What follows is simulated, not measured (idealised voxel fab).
Process module under the name voxel trench capacitor
Square cell edge 5 nm, section width 245 nm, ID cut.
Cross-section = grid of square cells, listed top down in bands; band = one or more rows.
Read a band's entry like this: the first values are the height of its top and the height of its bottom in nm, and what follows is the sequence of materials from left to right, each with its width in nm. Note that "empty" is empty space, and that a single material marked "throughout" reaches across the band from edge to edge.
Heads up on the height convention: 0 is the point under which the incoming wafer is all one material, and the lowest band has no bottom, it just keeps going down, like "z 0 and below".
When a width is written as two numbers, as in "30->40", the first number is the width in the top row of cells of the band and the second is the width in its bottom row, and the width changes by the same amount from each row to the next.
Given "remains unaltered" for a step, no cell of the cross-section differs between before and after that step.
Each empty space that has no open way to the top and spans at least 8 cells appears under "Sealed void list" as width x height at distance, the distance counted from the left edge, all in nm.
Whatever follows a step's settings on its line is a remark the simulator itself makes about that step.
If you see "overlay nm" on a step's line and that step has a mask, it's telling you how far right of where it was planned the mask ended up; a negative number means it went left instead.

STEPS PLANNED FOR THE PROCESS
1 RECEIVE,material Si
2 CONFORMAL_DEP,material SiN,thk nm 5
3 DIRECTIONAL_DEP,material aC,thk nm 10
4 PATTERN,tone open,mask id TRENCH,material resist,width nm 25,pitch nm 40,thk nm 25,overlay nm 0
5 DIRECTIONAL_ETCH,etch materials aC,depth nm 10
6 STRIP,etch materials resist
7 DIRECTIONAL_ETCH,etch materials SiN,depth nm 5
8 DIRECTIONAL_ETCH,etch materials Si,depth nm 30
9 STRIP,etch materials aC
10 CONFORMAL_DEP,material HfO2,thk nm 5
11 CONFORMAL_DEP,material TiN,thk nm 5
12 FILL_DEP,material W,thk nm 5
13 CMP,height nm 5

CROSS-SECTION OF THE WAFER AS IT CAME TO US, I.E., ALREADY THROUGH STEP 1
z 0 and below = Si throughout
Sealed void list: none

LOOKING AT THE FIRST OF TWO WAFERS IN CROSS-SECTION AT END OF MODULE - RAN TO PLAN
z 5 to 0 = SiN: 70, HfO2: 5, TiN: 5, W: 5, TiN: 5, HfO2: 5, SiN: 15, HfO2: 5, TiN: 5, W: 5, TiN: 5, HfO2: 5, SiN: 15, HfO2: 5, TiN: 5, W: 5, TiN: 5, HfO2: 5, SiN: 70
z 0 to -20 = Si: 70, HfO2: 5, TiN: 5, W: 5, TiN: 5, HfO2: 5, Si: 15, HfO2: 5, TiN: 5, W: 5, TiN: 5, HfO2: 5, Si: 15, HfO2: 5, TiN: 5, W: 5, TiN: 5, HfO2: 5, Si: 70
z -20 to -25 = Si: 70, HfO2: 5, TiN: 15, HfO2: 5, Si: 15, HfO2: 5, TiN: 15, HfO2: 5, Si: 15, HfO2: 5, TiN: 15, HfO2: 5, Si: 70
z -25 to -30 = Si: 70, HfO2: 25, Si: 15, HfO2: 25, Si: 15, HfO2: 25, Si: 70
z -30 and below = Si throughout
Sealed void list: none

SECOND WAFER AT THE END: LIKE START, LIKE PLAN, ONE MISTAKE
z 0 to -20 = Si: 70, HfO2: 5, TiN: 5, W: 5, TiN: 5, HfO2: 5, Si: 15, HfO2: 5, TiN: 5, W: 5, TiN: 5, HfO2: 5, Si: 15, HfO2: 5, TiN: 5, W: 5, TiN: 5, HfO2: 5, Si: 70
z -20 to -25 = Si: 70, HfO2: 5, TiN: 15, HfO2: 5, Si: 15, HfO2: 5, TiN: 15, HfO2: 5, Si: 15, HfO2: 5, TiN: 15, HfO2: 5, Si: 70
z -25 to -30 = Si: 70, HfO2: 25, Si: 15, HfO2: 25, Si: 15, HfO2: 25, Si: 70
z -30 and below = Si throughout
Sealed void list: none
Which mistake was made when the wafer was run? heads up, step 13 didn't go per plan, it actually ran as CMP,height nm 0
The second wafer ends with more or fewer cells of some materials than the first, per final count: HfO2 -6; SiN -34; TiN -6; W -3
